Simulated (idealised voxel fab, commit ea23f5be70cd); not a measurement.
process module | voxel gate over fins
cross-section cut | 260 nm wide | cells 5 nm
A cross-section is a grid of square cells, given in bands from the top down. A band is one or more rows of cells.
Each band's line starts with the height of the band's top and of its bottom, in nm. Then come its materials from left to right, each with its width in nm. One material with "throughout" fills the band from edge to edge. "air" is empty space.
Height 0 is the level under which the wafer as received is all one material. The lowest band goes on downwards, as in "0 down".
A width such as "30 to 40" changes by the same amount from each row of cells to the next, from the band's top row to its bottom row.
"no change" after a step means that no cell of the cross-section changed.
closed voids: empty space of 8 cells or more with no open way to the top, each as width x height at its distance from the left edge, in nm
after a step's settings: what the simulator itself notes on the step
overlay nm, on a step with a mask: how far to the right of its planned place the mask lay; to the left if negative
Each pair below shows a cross-section before one step and the cross-section after it, down to the lowest band that changed. The line under each pair gives the step between them, with its settings. The pairs can come from different runs of this module on the same starting wafer, so a pair continues from the pair above only where its "before" says so.
before
  5 to 0: HfO2 throughout
  0 down: Si throughout
  closed voids: none
after
  20 to 5: aC throughout
  below 5: unchanged
  closed voids: none
the step between: op DIRECTIONAL_DEP | material aC | thk nm 15
before: the cross-section after the pair above
after
  50 to 20: air 60 | resist 15 | air 25 | resist 15 | air 25 | resist 15 | air 25 | resist 15 | air 65
  below 20: unchanged
  closed voids: none
the step between: op PATTERN | tone cover | mask id FINS | material resist | width nm 15 | pitch nm 40 | thk nm 30 | overlay nm 0
before: the cross-section after the pair above
after
  35 to 20: air 60 | resist 15 | air 25 | resist 15 | air 25 | resist 15 | air 25 | resist 15 | air 65
  20 to 5: air 60 | aC 15 | air 25 | aC 15 | air 25 | aC 15 | air 25 | aC 15 | air 65
  below 5: unchanged
  closed voids: none
the step between: op DIRECTIONAL_ETCH | etch materials aC | depth nm 15
before: the cross-section after the pair above
after
  20 to 5: air 60 | aC 15 | air 25 | aC 15 | air 25 | aC 15 | air 25 | aC 15 | air 65
  below 5: unchanged
  closed voids: none
the step between: op STRIP | etch materials resist
before: the cross-section after the pair above
after
  5 to 0: HfO2 throughout
  below 0: unchanged
  closed voids: none
the step between: op STRIP | etch materials aC
before: the cross-section after the pair above
after
  15 to 5: SiO2 throughout
  below 5: unchanged
  closed voids: none
the step between: op FILL_DEP | material SiO2 | thk nm 10
before: the cross-section after the pair above
after
  5 to 0: HfO2 throughout
  below 0: unchanged
  closed voids: none
the step between: op CMP | height nm 5
before: the cross-section after the pair above
after
  10 to 0: HfO2 throughout
  below 0: unchanged
  closed voids: none
the step between: op CONFORMAL_DEP | material HfO2 | thk nm 5
before: the cross-section after the pair above
after
  15 to 10: TiN throughout
  below 10: unchanged
  closed voids: none
the step between: op CONFORMAL_DEP | material TiN | thk nm 5
before: the cross-section after the pair above
after
  30 to 15: W throughout
  below 15: unchanged
  closed voids: none
the step between: op FILL_DEP | material W | thk nm 15
before: the cross-section after the pair above
after
  20 to 15: W throughout
  below 15: unchanged
  closed voids: none
the step between: op CMP | height nm 20
before: the cross-section after the pair above
after
  30 to 20: SiCN throughout
  below 20: unchanged
  closed voids: none
the step between: op CONFORMAL_DEP | material SiCN | thk nm 10
before
  20 to 5: aC throughout
  5 to 0: SiN throughout
  0 down: Si throughout
  closed voids: none
after
  50 to 20: resist 60 | air 15 | resist 25 | air 15 | resist 25 | air 15 | resist 25 | air 15 | resist 65
  below 20: unchanged
  closed voids: none
the step between: op PATTERN | tone open | mask id FINS | material resist | width nm 15 | pitch nm 40 | thk nm 30 | overlay nm 0
before: the cross-section after the pair above
after
  35 to 20: resist 60 | air 15 | resist 25 | air 15 | resist 25 | air 15 | resist 25 | air 15 | resist 65
  20 to 5: aC 60 | air 15 | aC 25 | air 15 | aC 25 | air 15 | aC 25 | air 15 | aC 65
  below 5: unchanged
  closed voids: none
the step between: op DIRECTIONAL_ETCH | etch materials aC | depth nm 15
before: the cross-section after the pair above
after
  20 to 5: aC 60 | air 15 | aC 25 | air 15 | aC 25 | air 15 | aC 25 | air 15 | aC 65
  below 5: unchanged
  closed voids: none
the step between: op STRIP | etch materials resist
before: the cross-section after the pair above
after
  20 to 5: aC 60 | air 15 | aC 25 | air 15 | aC 25 | air 15 | aC 25 | air 15 | aC 65
  5 to 0: SiN 60 | air 15 | SiN 25 | air 15 | SiN 25 | air 15 | SiN 25 | air 15 | SiN 65
  below 0: unchanged
  closed voids: none
the step between: op DIRECTIONAL_ETCH | etch materials SiN | depth nm 5
before: the cross-section after the pair above
after
  20 to 5: aC 60 | air 15 | aC 25 | air 15 | aC 25 | air 15 | aC 25 | air 15 | aC 65
  5 to 0: SiN 60 | air 15 | SiN 25 | air 15 | SiN 25 | air 15 | SiN 25 | air 15 | SiN 65
  0 to -35: Si 60 | air 15 | Si 25 | air 15 | Si 25 | air 15 | Si 25 | air 15 | Si 65
  below -35: unchanged
  closed voids: none
the step between: op DIRECTIONAL_ETCH | etch materials Si | depth nm 35
before: the cross-section after the pair above
after
  5 to 0: SiN 60 | air 15 | SiN 25 | air 15 | SiN 25 | air 15 | SiN 25 | air 15 | SiN 65
  below 0: unchanged
  closed voids: none
the step between: op STRIP | etch materials aC
before: the cross-section after the pair above
after
  5 to 0: SiN 60 | air 15 | SiN 25 | air 15 | SiN 25 | air 15 | SiN 25 | air 15 | SiN 65
  0 to -35: Si 55 | SiO2 5 | air 15 | SiO2 5 | Si 15 | SiO2 5 | air 15 | SiO2 5 | Si 15 | SiO2 5 | air 15 | SiO2 5 | Si 15 | SiO2 5 | air 15 | SiO2 5 | Si 60
  -35 to -40: Si 55 | SiO2 25 | Si 15 | SiO2 25 | Si 15 | SiO2 25 | Si 15 | SiO2 25 | Si 60
  below -40: unchanged
  closed voids: none
the step between: op OXIDIZE | depth nm 5
before: the cross-section after the pair above
after
  15 to 5: SiO2 throughout
  5 to 0: SiN 60 | SiO2 15 | SiN 25 | SiO2 15 | SiN 25 | SiO2 15 | SiN 25 | SiO2 15 | SiN 65
  0 to -40: Si 55 | SiO2 25 | Si 15 | SiO2 25 | Si 15 | SiO2 25 | Si 15 | SiO2 25 | Si 60
  below -40: unchanged
  closed voids: none
the step between: op FILL_DEP | material SiO2 | thk nm 10
before: the cross-section after the pair above
after
  5 to 0: SiN 60 | SiO2 15 | SiN 25 | SiO2 15 | SiN 25 | SiO2 15 | SiN 25 | SiO2 15 | SiN 65
  below 0: unchanged
  closed voids: none
the step between: op CMP | height nm 5
before: the cross-section after the pair above
after
  5 to 0: SiN 60 | air 15 | SiN 25 | air 15 | SiN 25 | air 15 | SiN 25 | air 15 | SiN 65
  0 to -10: Si 55 | air 25 | Si 15 | air 25 | Si 15 | air 25 | Si 15 | air 25 | Si 60
  below -10: unchanged
  closed voids: none
the step between: op SELECTIVE_ETCH | etch materials SiO2 | depth nm 15
before: the cross-section after the pair above
after
  0 to -10: Si 55 | air 25 | Si 15 | air 25 | Si 15 | air 25 | Si 15 | air 25 | Si 60
  below -10: unchanged
  closed voids: none
the step between: op STRIP | etch materials SiN
before: the cross-section after the pair above
after
  5 to 0: HfO2 60 | air 15 | HfO2 25 | air 15 | HfO2 25 | air 15 | HfO2 25 | air 15 | HfO2 65
  0 to -5: Si 55 | HfO2 5 | air 15 | HfO2 5 | Si 15 | HfO2 5 | air 15 | HfO2 5 | Si 15 | HfO2 5 | air 15 | HfO2 5 | Si 15 | HfO2 5 | air 15 | HfO2 5 | Si 60
  -5 to -10: Si 55 | HfO2 25 | Si 15 | HfO2 25 | Si 15 | HfO2 25 | Si 15 | HfO2 25 | Si 60
  below -10: unchanged
  closed voids: none
the step between: op CONFORMAL_DEP | material HfO2 | thk nm 5
before: the cross-section after the pair above
after
  10 to 5: TiN 65 | air 5 | TiN 35 | air 5 | TiN 35 | air 5 | TiN 35 | air 5 | TiN 70
  5 to 0: HfO2 60 | TiN 5 | air 5 | TiN 5 | HfO2 25 | TiN 5 | air 5 | TiN 5 | HfO2 25 | TiN 5 | air 5 | TiN 5 | HfO2 25 | TiN 5 | air 5 | TiN 5 | HfO2 65
  0 to -5: Si 55 | HfO2 5 | TiN 15 | HfO2 5 | Si 15 | HfO2 5 | TiN 15 | HfO2 5 | Si 15 | HfO2 5 | TiN 15 | HfO2 5 | Si 15 | HfO2 5 | TiN 15 | HfO2 5 | Si 60
  below -5: unchanged
  closed voids: none
the step between: op CONFORMAL_DEP | material TiN | thk nm 5
before: the cross-section after the pair above
after
  25 to 10: W throughout
  10 to 5: TiN 65 | W 5 | TiN 35 | W 5 | TiN 35 | W 5 | TiN 35 | W 5 | TiN 70
  5 to 0: HfO2 60 | TiN 5 | W 5 | TiN 5 | HfO2 25 | TiN 5 | W 5 | TiN 5 | HfO2 25 | TiN 5 | W 5 | TiN 5 | HfO2 25 | TiN 5 | W 5 | TiN 5 | HfO2 65
  below 0: unchanged
  closed voids: none
the step between: op FILL_DEP | material W | thk nm 15
before: the cross-section after the pair above
after
  20 to 10: W throughout
  below 10: unchanged
  closed voids: none
the step between: op CMP | height nm 20
before: the cross-section after the pair above
after
  30 to 20: SiCN throughout
  below 20: unchanged
  closed voids: none
the step between: op CONFORMAL_DEP | material SiCN | thk nm 10
